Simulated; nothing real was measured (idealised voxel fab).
This is a process module. Its name is voxel trench capacitor.
This is section cut - it's 160 nm across, gridded in 5 nm square cells.
Each cross-section below is a grid of square cells, stated as bands in top-down order, with one or more rows of cells making up each band. Each band's line starts with the height of the band's top and of its bottom, in nm. Then come its materials from left to right, each with its width in nm. One material with "all across" fills the band from edge to edge. "empty" is empty space. Height datum 0, below which the as-received substrate wafer is one material. Lowest band open at the bottom, running downward: "0 nm and below". The width entry "30 to 40" should be interpreted row by row: the top row of cells in the band takes the first number, the bottom row takes the second number, and the change between adjacent rows is uniform throughout. Reading "no alterations made" for a step: not a cell of the cross-section changed in it. "Enclosed empty spaces" enumerates empty spaces isolated from the top, with no open way to it, that contain at least 8 cells, giving each as width x height at distance from the left edge, all three in nm. Past the settings on a step's line: simulator remark, on that step. When a step includes a mask, the "overlay nm" setting on its line states how far to the right of its planned place that mask lay, and negative values state how far to the left.

### The process steps that were planned are listed below
- 1: RECEIVE with material Si
- 2: CONFORMAL_DEP with material SiN, thk nm 10
- 3: MASKED_ETCH with tone open, mask id TRENCH, width nm 20, pitch nm 35, etch materials SiN, depth nm 10, overlay nm 0
- 4: MASKED_ETCH with tone open, mask id TRENCH, width nm 20, pitch nm 35, etch materials Si, depth nm 35, overlay nm 0
- 5: CONFORMAL_DEP with material SiO2, thk nm 5
- 6: FILL_DEP with material polySi, thk nm 10
- 7: CMP with height nm 10

### as received, after step 1
0 nm and below  Si all across
Enclosed empty spaces: none

### Same starting wafer, same plan as above, one mistake in the execution; this is the cross-section at the end of the module
10 nm to 5 nm  polySi all across
5 nm to 0 nm  40 nm SiO2  10 nm polySi  25 nm SiO2  10 nm polySi  25 nm SiO2  10 nm polySi  40 nm SiO2
0 nm to -30 nm  35 nm Si  5 nm SiO2  10 nm polySi  5 nm SiO2  15 nm Si  5 nm SiO2  10 nm polySi  5 nm SiO2  15 nm Si  5 nm SiO2  10 nm polySi  5 nm SiO2  35 nm Si
-30 nm to -35 nm  35 nm Si  20 nm SiO2  15 nm Si  20 nm SiO2  15 nm Si  20 nm SiO2  35 nm Si
-35 nm and below  Si all across
Enclosed empty spaces: none
Deviation from plan: step 2 in the plan did not get run; it was skipped
